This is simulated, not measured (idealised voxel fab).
process module | voxel wiring stack
cross-section cut | 155 nm wide | cells 5 nm
A cross-section is a grid of square cells, given in bands from the top down. A band is one or more rows of cells.
Each band's line starts with the height of the band's top and of its bottom, in nm. Then come its materials from left to right, each with its width in nm. One material with "throughout" fills the band from edge to edge. "air" is empty space.
Height 0 is the level under which the wafer as received is all one material. The lowest band goes on downwards, as in "0 down".
A width such as "30 to 40" changes by the same amount from each row of cells to the next, from the band's top row to its bottom row.
"no change" after a step means that no cell of the cross-section changed.
closed voids: empty space of 8 cells or more with no open way to the top, each as width x height at its distance from the left edge, in nm
after a step's settings: what the simulator itself notes on the step
overlay nm, on a step with a mask: how far to the right of its planned place the mask lay; to the left if negative
plan
1 op RECEIVE | material Si
2 op CONFORMAL_DEP | material SiO2 | thk nm 15
3 op DIRECTIONAL_DEP | material TiN | thk nm 5
4 op DIRECTIONAL_DEP | material W | thk nm 20
5 op PATTERN | tone cover | mask id METAL_1 | material resist | width nm 20 | pitch nm 50 | thk nm 20 | overlay nm 0
6 op DIRECTIONAL_ETCH | etch materials W | depth nm 20
7 op DIRECTIONAL_ETCH | etch materials TiN | depth nm 5
8 op STRIP | etch materials resist
9 op CONFORMAL_DEP | material SiCN | thk nm 5
10 op FILL_DEP | material lowk | thk nm 10
11 op CMP | height nm 40
12 op CONFORMAL_DEP | material SiCN | thk nm 5
13 op DIRECTIONAL_DEP | material SiO2 | thk nm 35
14 op DIRECTIONAL_DEP | material aC | thk nm 10
15 op PATTERN | tone open | mask id METAL_2 | material resist | width nm 20 | pitch nm 50 | thk nm 25 | overlay nm 0
16 op DIRECTIONAL_ETCH | etch materials aC | depth nm 10
17 op STRIP | etch materials resist
18 op DIRECTIONAL_ETCH | etch materials SiO2 | depth nm 20
19 op STRIP | etch materials aC
20 op PATTERN | tone open | mask id METAL_2_HOLES | material resist | width nm 15 | thk nm 20 | overlay nm 0
21 op DIRECTIONAL_ETCH | etch materials SiO2 | depth nm 15
22 op DIRECTIONAL_ETCH | etch materials SiCN | depth nm 5
23 op STRIP | etch materials resist
24 op CONFORMAL_DEP | material TiN | thk nm 5
25 op FILL_DEP | material Cu | thk nm 10
26 op CMP | height nm 80
27 op CONFORMAL_DEP | material SiN | thk nm 5
first wafer, as planned
as received, after step 1
  0 down: Si throughout
  closed voids: none
after step 2
  15 to 0: SiO2 throughout
  below 0: unchanged
after step 3
  20 to 15: TiN throughout
  below 15: unchanged
after step 4
  40 to 20: W throughout
  below 20: unchanged
after step 5
  60 to 40: air 40 | resist 20 | air 30 | resist 20 | air 45
  below 40: unchanged
after step 6
  60 to 40: air 40 | resist 20 | air 30 | resist 20 | air 45
  40 to 20: air 40 | W 20 | air 30 | W 20 | air 45
  below 20: unchanged
after step 7
  60 to 40: air 40 | resist 20 | air 30 | resist 20 | air 45
  40 to 20: air 40 | W 20 | air 30 | W 20 | air 45
  20 to 15: air 40 | TiN 20 | air 30 | TiN 20 | air 45
  below 15: unchanged
after step 8
  40 to 20: air 40 | W 20 | air 30 | W 20 | air 45
  below 20: unchanged
after step 9
  45 to 40: air 35 | SiCN 30 | air 20 | SiCN 30 | air 40
  40 to 20: air 35 | SiCN 5 | W 20 | SiCN 5 | air 20 | SiCN 5 | W 20 | SiCN 5 | air 40
  20 to 15: SiCN 40 | TiN 20 | SiCN 30 | TiN 20 | SiCN 45
  below 15: unchanged
after step 10
  55 to 45: lowk throughout
  45 to 40: lowk 35 | SiCN 30 | lowk 20 | SiCN 30 | lowk 40
  40 to 20: lowk 35 | SiCN 5 | W 20 | SiCN 5 | lowk 20 | SiCN 5 | W 20 | SiCN 5 | lowk 40
  below 20: unchanged
after step 11
  40 to 20: lowk 35 | SiCN 5 | W 20 | SiCN 5 | lowk 20 | SiCN 5 | W 20 | SiCN 5 | lowk 40
  below 20: unchanged
after step 12
  45 to 40: SiCN throughout
  below 40: unchanged
after step 13
  80 to 45: SiO2 throughout
  below 45: unchanged
after step 14
  90 to 80: aC throughout
  below 80: unchanged
after step 15
  115 to 90: resist 40 | air 20 | resist 30 | air 20 | resist 45
  below 90: unchanged
after step 16
  105 to 90: resist 40 | air 20 | resist 30 | air 20 | resist 45
  90 to 80: aC 40 | air 20 | aC 30 | air 20 | aC 45
  below 80: unchanged
after step 17
  90 to 80: aC 40 | air 20 | aC 30 | air 20 | aC 45
  below 80: unchanged
after step 18
  90 to 80: aC 40 | air 20 | aC 30 | air 20 | aC 45
  80 to 60: SiO2 40 | air 20 | SiO2 30 | air 20 | SiO2 45
  below 60: unchanged
after step 19
  80 to 60: SiO2 40 | air 20 | SiO2 30 | air 20 | SiO2 45
  below 60: unchanged
after step 20
  100 to 80: resist 40 | air 15 | resist 100
  80 to 60: SiO2 40 | air 15 | resist 5 | SiO2 30 | resist 20 | SiO2 45
  below 60: unchanged
after step 21
  100 to 80: resist 40 | air 15 | resist 100
  80 to 60: SiO2 40 | air 15 | resist 5 | SiO2 30 | resist 20 | SiO2 45
  60 to 45: SiO2 40 | air 15 | SiO2 100
  below 45: unchanged
after step 22
  100 to 80: resist 40 | air 15 | resist 100
  80 to 60: SiO2 40 | air 15 | resist 5 | SiO2 30 | resist 20 | SiO2 45
  60 to 45: SiO2 40 | air 15 | SiO2 100
  45 to 40: SiCN 40 | air 15 | SiCN 100
  below 40: unchanged
after step 23
  80 to 60: SiO2 40 | air 20 | SiO2 30 | air 20 | SiO2 45
  below 60: unchanged
after step 24
  85 to 80: TiN 45 | air 10 | TiN 40 | air 10 | TiN 50
  80 to 65: SiO2 40 | TiN 5 | air 10 | TiN 5 | SiO2 30 | TiN 5 | air 10 | TiN 5 | SiO2 45
  65 to 60: SiO2 40 | TiN 5 | air 5 | TiN 10 | SiO2 30 | TiN 20 | SiO2 45
  60 to 45: SiO2 40 | TiN 5 | air 5 | TiN 5 | SiO2 100
  45 to 40: SiCN 40 | TiN 15 | SiCN 100
  below 40: unchanged
after step 25
  95 to 85: Cu throughout
  85 to 80: TiN 45 | Cu 10 | TiN 40 | Cu 10 | TiN 50
  80 to 65: SiO2 40 | TiN 5 | Cu 10 | TiN 5 | SiO2 30 | TiN 5 | Cu 10 | TiN 5 | SiO2 45
  65 to 60: SiO2 40 | TiN 5 | Cu 5 | TiN 10 | SiO2 30 | TiN 20 | SiO2 45
  60 to 45: SiO2 40 | TiN 5 | Cu 5 | TiN 5 | SiO2 100
  below 45: unchanged
after step 26
  80 to 65: SiO2 40 | TiN 5 | Cu 10 | TiN 5 | SiO2 30 | TiN 5 | Cu 10 | TiN 5 | SiO2 45
  below 65: unchanged
after step 27
  85 to 80: SiN throughout
  below 80: unchanged
second wafer: like start, like plan, one mistake. Through step 19 it matches the first wafer
when step 20 should have ended
  100 to 80: resist 35 | air 15 | resist 105
  80 to 60: SiO2 40 | air 10 | resist 10 | SiO2 30 | resist 20 | SiO2 45
  below 60: unchanged
when step 21 should have ended
  100 to 80: resist 35 | air 15 | resist 105
  80 to 65: SiO2 35 | air 15 | resist 10 | SiO2 30 | resist 20 | SiO2 45
  65 to 60: SiO2 40 | air 10 | resist 10 | SiO2 30 | resist 20 | SiO2 45
  60 to 45: SiO2 40 | air 10 | SiO2 105
  below 45: unchanged
when step 22 should have ended
  100 to 80: resist 35 | air 15 | resist 105
  80 to 65: SiO2 35 | air 15 | resist 10 | SiO2 30 | resist 20 | SiO2 45
  65 to 60: SiO2 40 | air 10 | resist 10 | SiO2 30 | resist 20 | SiO2 45
  60 to 45: SiO2 40 | air 10 | SiO2 105
  45 to 40: SiCN 40 | air 10 | SiCN 105
  below 40: unchanged
when step 23 should have ended
  80 to 65: SiO2 35 | air 25 | SiO2 30 | air 20 | SiO2 45
  65 to 60: SiO2 40 | air 20 | SiO2 30 | air 20 | SiO2 45
  below 60: unchanged
when step 24 should have ended
  85 to 80: TiN 40 | air 15 | TiN 40 | air 10 | TiN 50
  80 to 70: SiO2 35 | TiN 5 | air 15 | TiN 5 | SiO2 30 | TiN 5 | air 10 | TiN 5 | SiO2 45
  70 to 65: SiO2 35 | TiN 10 | air 10 | TiN 5 | SiO2 30 | TiN 5 | air 10 | TiN 5 | SiO2 45
  65 to 60: SiO2 40 | TiN 20 | SiO2 30 | TiN 20 | SiO2 45
  60 to 45: SiO2 40 | TiN 10 | SiO2 105
  45 to 40: SiCN 40 | TiN 10 | SiCN 105
  below 40: unchanged
when step 25 should have ended
  95 to 85: Cu throughout
  85 to 80: TiN 40 | Cu 15 | TiN 40 | Cu 10 | TiN 50
  80 to 70: SiO2 35 | TiN 5 | Cu 15 | TiN 5 | SiO2 30 | TiN 5 | Cu 10 | TiN 5 | SiO2 45
  70 to 65: SiO2 35 | TiN 10 | Cu 10 | TiN 5 | SiO2 30 | TiN 5 | Cu 10 | TiN 5 | SiO2 45
  below 65: unchanged
when step 26 should have ended
  80 to 70: SiO2 35 | TiN 5 | Cu 15 | TiN 5 | SiO2 30 | TiN 5 | Cu 10 | TiN 5 | SiO2 45
  below 70: unchanged
when step 27 should have ended
  85 to 80: SiN throughout
  below 80: unchanged
what went wrong: step 20 ran as: op PATTERN | tone open | mask id METAL_2_HOLES | material resist | width nm 15 | thk nm 20 | overlay nm -5
at the end the second wafer has, in cells: 2 fewer of Cu | 1 more of SiCN | 1 more of TiN
